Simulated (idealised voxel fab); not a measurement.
The following process module bears the name voxel self aligned contacts.
We display cut, a cross-section 295 nm in width whose square cells are each 5 nm.
A cross-section is a grid of square cells, given in bands from the top down. A band is one or more rows of cells. Within each band entry, the heights of the top and of the bottom of the band appear first, in that order and in nm; the materials of the band then follow from left to right, each with its corresponding width in nm. The designation "throughout" on a single material indicates that it fills the band from edge to edge; the designation "air" indicates empty space. Heights are expressed relative to 0, this being the level below which the as-received wafer comprises one material exclusively. The lowest band is unbounded in the downward direction and is denoted as in "from 0 down". Top row gets the first number, bottom row gets the second, and each row in between changes by the same step: that is how a band width like "30..40" works. "stayed the same" after a step means that no cell of the cross-section changed. So "Catalogued sealed voids" is basically the list of trapped voids: any empty space of 8 cells or more that can't reach the top through an opening. They're written width x height at distance, the distance being from the left edge, and it's all nm. That trailing text on a step's line, after the settings, is the simulator's own remark on the step. You can add "overlay nm" to a step's line. For a step with a mask, it describes how far the mask lay to the right of its planned position, and a negative number describes a lay to the left.

**List of planned process steps**
| 1 | RECEIVE, material Si |
| 2 | CONFORMAL_DEP, material SiO2, thk nm 5 |
| 3 | DIRECTIONAL_DEP, material polySi, thk nm 20 |
| 4 | DIRECTIONAL_DEP, material SiN, thk nm 20 |
| 5 | DIRECTIONAL_DEP, material aC, thk nm 10 |
| 6 | PATTERN, tone cover, mask id GATE, material resist, width nm 20, pitch nm 75, thk nm 25, overlay nm 0 |
| 7 | DIRECTIONAL_ETCH, etch materials aC, depth nm 10 |
| 8 | STRIP, etch materials resist |
| 9 | DIRECTIONAL_ETCH, etch materials SiN, depth nm 20 |
| 10 | DIRECTIONAL_ETCH, etch materials polySi, depth nm 20 |
| 11 | STRIP, etch materials aC |
| 12 | CONFORMAL_DEP, material SiN, thk nm 10 |
| 13 | DIRECTIONAL_ETCH, etch materials SiN, depth nm 10 |
| 14 | FILL_DEP, material SiO2, thk nm 20 |
| 15 | CMP, height nm 55 |
| 16 | DIRECTIONAL_DEP, material aC, thk nm 15 |
| 17 | PATTERN, tone open, mask id CONTACT, material resist, width nm 55, thk nm 30, overlay nm 0 |
| 18 | DIRECTIONAL_ETCH, etch materials aC, depth nm 15 |
| 19 | STRIP, etch materials resist |
| 20 | DIRECTIONAL_ETCH, etch materials SiO2, depth nm 55 |
| 21 | STRIP, etch materials aC |
| 22 | CONFORMAL_DEP, material TiN, thk nm 5 |
| 23 | FILL_DEP, material W, thk nm 5 |
| 24 | CMP, height nm 55 |
| 25 | CONFORMAL_DEP, material SiN, thk nm 5 |
Wafer-to-wafer difference: width nm, step 6. Common start. Plan = first wafer's value.

**The first of several wafers in cross-section, exactly as it reached us after step 1**
	from 0 down = Si throughout
	Catalogued sealed voids: none

**Table: wafers, a row each; end-of-module cell change per material since receipt, gain (+), loss (-); then closed voids**
width nm 20, +155 SiN, +436 SiO2, +31 TiN, +54 W, +32 polySi, Catalogued sealed voids: none
width nm 25, +163 SiN, +429 SiO2, +31 TiN, +45 W, +40 polySi, Catalogued sealed voids: none
width nm 30, +171 SiN, +422 SiO2, +31 TiN, +36 W, +48 polySi, Catalogued sealed voids: none
width nm 35, +179 SiN, +415 SiO2, +31 TiN, +27 W, +56 polySi, Catalogued sealed voids: none
width nm 40, +187 SiN, +408 SiO2, +31 TiN, +18 W, +64 polySi, Catalogued sealed voids: none
width nm 45, +195 SiN, +401 SiO2, +31 TiN, +9 W, +72 polySi, Catalogued sealed voids: none
